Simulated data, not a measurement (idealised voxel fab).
This section sets out a process module, namely voxel transistor to metal.
Each square cell in cross-section cut measures 5 nm, and the section as a whole is 165 nm wide.
We lay out every cross-section as a grid of square cells and spell it out in bands from the top down, where one band means one or more rows of cells. Read a band's entry like this: the first values are the height of its top and the height of its bottom in nm, and what follows is the sequence of materials from left to right, each with its width in nm. Note that "empty" is empty space, and that a single material marked "all across" reaches across the band from edge to edge. Convention: height 0 is the level below which the wafer, as received, is all one material. The lowest band does not terminate at the bottom but continues downward, represented as "0 and below". So if you see something like "30->40" for the width, read it as the top row of the band sitting at the first number and the bottom row at the second, with every row in between moving by the same amount as the last. Key: "no alterations made" - step with no changed cell in the cross-section. In the "Closed empty spaces" entry, you get each enclosed empty space of 8 cells or more, one with no open way to the top, written width x height at distance, distance from the left edge, in nm. Note: text after step settings on the step line = simulator remark on that step. A step's line can hold "overlay nm"; with a mask on that step, the setting says how far right of the planned place the mask lay, while a negative setting says it lay to the left.

The following list gives the planned process steps:
1. RECEIVE (material Si)
2. OXIDIZE (depth nm 5)
3. CONFORMAL_DEP (material SiN; thk nm 15)
4. MASKED_ETCH (tone cover; mask id ACTIVE; width nm 105; etch materials SiN; depth nm 15; overlay nm 0)
5. MASKED_ETCH (tone cover; mask id ACTIVE; width nm 105; etch materials SiO2; depth nm 5; overlay nm 0)
6. MASKED_ETCH (tone cover; mask id ACTIVE; width nm 105; etch materials Si; depth nm 35; overlay nm 0)
7. FILL_DEP (material SiO2; thk nm 10)
8. CMP (height nm 15)
9. SELECTIVE_ETCH (etch materials SiO2; depth nm 15)
10. STRIP (etch materials SiN)
11. SELECTIVE_ETCH (etch materials SiO2; depth nm 5)
12. OXIDIZE (depth nm 5)
13. DIRECTIONAL_DEP (material polySi; thk nm 20)
14. DIRECTIONAL_DEP (material SiCN; thk nm 15)
15. PATTERN (tone cover; mask id GATE; material resist; width nm 15; thk nm 15; overlay nm 0)
16. DIRECTIONAL_ETCH (etch materials SiCN; depth nm 25)
17. DIRECTIONAL_ETCH (etch materials polySi; depth nm 30)
18. STRIP (etch materials resist)
19. CONFORMAL_DEP (material SiN; thk nm 5)
20. DIRECTIONAL_ETCH (etch materials SiN; depth nm 5)
21. DIRECTIONAL_ETCH (etch materials SiO2; depth nm 5)
22. DIRECTIONAL_ETCH (etch materials Si; depth nm 15)
23. EPI (material SiGe; thk nm 15)
24. FILL_DEP (material SiO2; thk nm 5)
25. CMP (height nm 30)
26. DIRECTIONAL_DEP (material SiO2; thk nm 10)
27. DIRECTIONAL_DEP (material aC; thk nm 10)
28. PATTERN (tone open; mask id CONTACT; material resist; width nm 20; pitch nm 75; thk nm 25; overlay nm 0)
29. DIRECTIONAL_ETCH (etch materials aC; depth nm 10)
30. STRIP (etch materials resist)
31. DIRECTIONAL_ETCH (etch materials SiO2; depth nm 50)
32. STRIP (etch materials aC)
33. CONFORMAL_DEP (material TiN; thk nm 5)
34. FILL_DEP (material Ru; thk nm 5)
35. CMP (height nm 40)
36. DIRECTIONAL_DEP (material TiN; thk nm 5)
37. DIRECTIONAL_DEP (material Ru; thk nm 25)
38. PATTERN (tone cover; mask id METAL_1; material resist; width nm 20; pitch nm 75; thk nm 15; overlay nm 0)
39. DIRECTIONAL_ETCH (etch materials Ru; depth nm 25)
40. DIRECTIONAL_ETCH (etch materials TiN; depth nm 5)
41. STRIP (etch materials resist)
42. CONFORMAL_DEP (material SiCN; thk nm 5)
43. FILL_DEP (material SiO2; thk nm 10)
44. CMP (height nm 70)
45. CONFORMAL_DEP (material SiN; thk nm 5)

Wafer as received: cross-section following step 1:
	0 and below: Si all across
	Closed empty spaces: none

Sectioned view, first of two wafers, at the close of the module, processed as intended in the plan:
	75 down to 70: SiN all across
	70 down to 45: 30 SiO2, then 5 SiCN, then 20 Ru, then 5 SiCN, then 45 SiO2, then 5 SiCN, then 20 Ru, then 5 SiCN, then 30 SiO2
	45 down to 40: 35 SiCN, then 20 TiN, then 55 SiCN, then 20 TiN, then 35 SiCN
	40 down to 30: 35 SiO2, then 5 TiN, then 10 Ru, then 5 TiN, then 55 SiO2, then 5 TiN, then 10 Ru, then 5 TiN, then 35 SiO2
	30 down to 15: 35 SiO2, then 5 TiN, then 10 Ru, then 5 TiN, then 15 SiO2, then 5 SiN, then 15 SiCN, then 5 SiN, then 15 SiO2, then 5 TiN, then 10 Ru, then 5 TiN, then 35 SiO2
	15 down to 5: 35 SiO2, then 5 TiN, then 10 Ru, then 5 TiN, then 15 SiO2, then 5 SiN, then 15 polySi, then 5 SiN, then 15 SiO2, then 5 TiN, then 10 Ru, then 5 TiN, then 35 SiO2
	5 down to -5: 35 SiO2, then 5 TiN, then 10 Ru, then 5 TiN, then 15 SiGe, then 5 SiN, then 15 polySi, then 5 SiN, then 15 SiGe, then 5 TiN, then 10 Ru, then 5 TiN, then 35 SiO2
	-5 down to -10: 35 SiO2, then 20 TiN, then 15 SiGe, then 25 SiO2, then 15 SiGe, then 20 TiN, then 35 SiO2
	-10 down to -25: 30 SiO2, then 40 SiGe, then 25 Si, then 40 SiGe, then 30 SiO2
	-25 down to -40: 30 SiO2, then 105 Si, then 30 SiO2
	-40 and below: Si all across
	Closed empty spaces: none

Cross-section, wafer two of two, end of module: same start and plan as wafer one, one error in execution:
	90 down to 85: SiN all across
	85 down to 75: SiO2 all across
	75 down to 70: 30 SiO2, then 30 SiCN, then 45 SiO2, then 30 SiCN, then 30 SiO2
	70 down to 45: 30 SiO2, then 5 SiCN, then 20 Ru, then 5 SiCN, then 45 SiO2, then 5 SiCN, then 20 Ru, then 5 SiCN, then 30 SiO2
	45 down to 40: 35 SiCN, then 20 TiN, then 55 SiCN, then 20 TiN, then 35 SiCN
	40 down to 30: 35 SiO2, then 5 TiN, then 10 Ru, then 5 TiN, then 55 SiO2, then 5 TiN, then 10 Ru, then 5 TiN, then 35 SiO2
	30 down to 15: 35 SiO2, then 5 TiN, then 10 Ru, then 5 TiN, then 15 SiO2, then 5 SiN, then 15 SiCN, then 5 SiN, then 15 SiO2, then 5 TiN, then 10 Ru, then 5 TiN, then 35 SiO2
	15 down to 5: 35 SiO2, then 5 TiN, then 10 Ru, then 5 TiN, then 15 SiO2, then 5 SiN, then 15 polySi, then 5 SiN, then 15 SiO2, then 5 TiN, then 10 Ru, then 5 TiN, then 35 SiO2
	5 down to -5: 35 SiO2, then 5 TiN, then 10 Ru, then 5 TiN, then 15 SiGe, then 5 SiN, then 15 polySi, then 5 SiN, then 15 SiGe, then 5 TiN, then 10 Ru, then 5 TiN, then 35 SiO2
	-5 down to -10: 35 SiO2, then 20 TiN, then 15 SiGe, then 25 SiO2, then 15 SiGe, then 20 TiN, then 35 SiO2
	-10 down to -25: 30 SiO2, then 40 SiGe, then 25 Si, then 40 SiGe, then 30 SiO2
	-25 down to -40: 30 SiO2, then 105 Si, then 30 SiO2
	-40 and below: Si all across
	Closed empty spaces: none
Here's what went sideways: it should be noted that step 44 of the plan was omitted and was not performed
The second wafer ends with more or fewer cells of some materials than the first, per final count: SiCN: 12 more; SiO2: 87 more
